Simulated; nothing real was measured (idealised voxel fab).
Proc. module: voxel self aligned contacts
This is section cut - it's 210 nm across, gridded in 5 nm square cells.
Cross-section, as written here: a square-cell grid given band by band from the top down, where a band holds one or more rows of cells. It is stipulated that each band's entry specify, in nanometres, the height of the top of the band and then that of its bottom, followed by the materials of the band in left-to-right sequence, each together with its width in nanometres. A single material marked by the word "everywhere" is understood to fill the band from edge to edge; the word "air" is understood to denote empty space. Height datum 0, below which the as-received substrate wafer is one material. Lowest band open at the bottom, running downward: "0 and below". Read "30..40" as a graded width: first number on top, second number at the bottom, same change between each pair of neighbouring rows. The designation "no change occurred", where it is given for a processing step, indicates that no cell of the cross-section was altered in the course of that step. Each empty space that has no open way to the top and spans at least 8 cells appears under "Fully sealed cavities" as width x height at distance, the distance counted from the left edge, all in nm. That trailing text on a step's line, after the settings, is the simulator's own remark on the step. On any step carrying a mask, the "overlay nm" setting, if present on the step's line, tells how far right of its planned place the mask lay; negative values point to the left.

-- Process steps foreseen in the plan
- 1: RECEIVE (material Si)
- 2: CONFORMAL_DEP (material SiO2; thk nm 5)
- 3: DIRECTIONAL_DEP (material polySi; thk nm 30)
- 4: DIRECTIONAL_DEP (material SiN; thk nm 20)
- 5: PATTERN (tone cover; mask id GATE; material resist; width nm 30; pitch nm 55; thk nm 15; overlay nm 0)
- 6: DIRECTIONAL_ETCH (etch materials SiN; depth nm 20)
- 7: DIRECTIONAL_ETCH (etch materials polySi; depth nm 30)
- 8: STRIP (etch materials resist)
- 9: CONFORMAL_DEP (material SiN; thk nm 5)
- 10: DIRECTIONAL_ETCH (etch materials SiN; depth nm 5)
- 11: FILL_DEP (material SiO2; thk nm 15)
- 12: CMP (height nm 60)
- 13: MASKED_ETCH (tone open; mask id CONTACT; width nm 35; pitch nm 55; etch materials SiO2; depth nm 60; overlay nm 0)
- 14: CONFORMAL_DEP (material TiN; thk nm 5)
- 15: FILL_DEP (material W; thk nm 5)
- 16: CMP (height nm 60)
- 17: CONFORMAL_DEP (material SiCN; thk nm 5)

-- Cross-section of the incoming wafer, state after step 1
* 0 and below | Si everywhere
* Fully sealed cavities: none

-- Final wafer profile in cross-section after the module, from the same start and plan as above, with one mistake made during processing
* 65 down to 60 | SiCN everywhere
* 60 down to 55 | SiO2 (60), TiN (15), W (5), TiN (15), SiO2 (20), TiN (15), W (5), TiN (15), SiO2 (60)
* 55 down to 35 | SiO2 (30), SiN (40), TiN (5), W (5), TiN (5), SiN (40), TiN (5), W (5), TiN (5), SiN (40), SiO2 (30)
* 35 down to 10 | SiO2 (30), SiN (5), polySi (30), SiN (5), TiN (5), W (5), TiN (5), SiN (5), polySi (30), SiN (5), TiN (5), W (5), TiN (5), SiN (5), polySi (30), SiN (5), SiO2 (30)
* 10 down to 5 | SiO2 (30), SiN (5), polySi (30), SiN (5), TiN (15), SiN (5), polySi (30), SiN (5), TiN (15), SiN (5), polySi (30), SiN (5), SiO2 (30)
* 5 down to 0 | SiCN everywhere
* 0 and below | Si everywhere
* Fully sealed cavities: none
Want to know what went wrong? step 2 deviated from plan and actually ran as CONFORMAL_DEP (material SiCN; thk nm 5)
